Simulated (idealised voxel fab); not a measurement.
You're looking at the process module voxel double patterning.
In the cross-section labelled cut, the width is 270 nm and each square cell is 5 nm.
A cross-section is written here as square cells arranged in a grid, and it is given in bands from the top down, each band taking up one or more rows of cells. The band entry comprises the height of the band's top followed by the height of its bottom, expressed in nm, and subsequently the band's materials from left to right, each stated together with its width in nm. Where a single material is marked with the word "everywhere", that material fills the band from edge to edge. The word "blank" represents empty space. Basically, 0 is our baseline, since under it the wafer straight out of the box is all one material. The bottom band has no lower end and keeps on going down, so it looks like "from 0 down". Per-row width for "30..40": begins at first number (top row of band), ends at second number (bottom row), increment between rows held constant. It should be understood that the words "no modifications", when stated for a given step, signify that the cross-section underwent no change in any of its cells during that step. Enclosed voids (no open way to top), threshold 8 cells or more, entry "Closed void catalog", notation width x height at distance, distance from left edge, nm. That trailing text on a step's line, after the settings, is the simulator's own remark on the step. overlay nm: mask offset rightward from planned place, masked step; negative means leftward offset.
This section lists the process steps that were planned
1,RECEIVE, material Si
2,CONFORMAL_DEP, material SiN, thk nm 5
3,DIRECTIONAL_DEP, material SiO2, thk nm 15
4,DIRECTIONAL_DEP, material SiCN, thk nm 5
5,PATTERN, tone open, mask id FIRST, material resist, width nm 15, pitch nm 50, thk nm 20, overlay nm 0
6,DIRECTIONAL_ETCH, etch materials SiCN, depth nm 5
7,STRIP, etch materials resist
8,PATTERN, tone open, mask id SECOND, material resist, width nm 15, thk nm 20, overlay nm 0
9,DIRECTIONAL_ETCH, etch materials SiCN, depth nm 5
10,STRIP, etch materials resist
11,DIRECTIONAL_ETCH, etch materials SiO2, depth nm 15
12,STRIP, etch materials SiCN
So this is the incoming wafer in cross-section - it's already been through step 1
    from 0 down: Si everywhere
    Closed void catalog: none
Cross-sectional view of the first of the two wafers upon completion of the module, processed in accordance with the plan
    from 20 to 5: 100 of SiO2 | 15 of blank | 10 of SiO2 | 15 of blank | 10 of SiO2 | 15 of blank | 105 of SiO2
    from 5 to 0: SiN everywhere
    from 0 down: Si everywhere
    Closed void catalog: none
Second wafer through the module, sectioned at the end: same beginning and same plan as the first wafer, with one mistake in carrying it out
    from 35 to 20: 100 of SiO2 | 15 of blank | 10 of SiO2 | 15 of blank | 10 of SiO2 | 15 of blank | 105 of SiO2
    from 20 to 5: SiO2 everywhere
    from 5 to 0: SiN everywhere
    from 0 down: Si everywhere
    Closed void catalog: none
Deviation from plan: step 3 of the plan saw execution twice
Wafer comparison, final, in cells, second relative to first, materials more or fewer: SiO2: 162 more
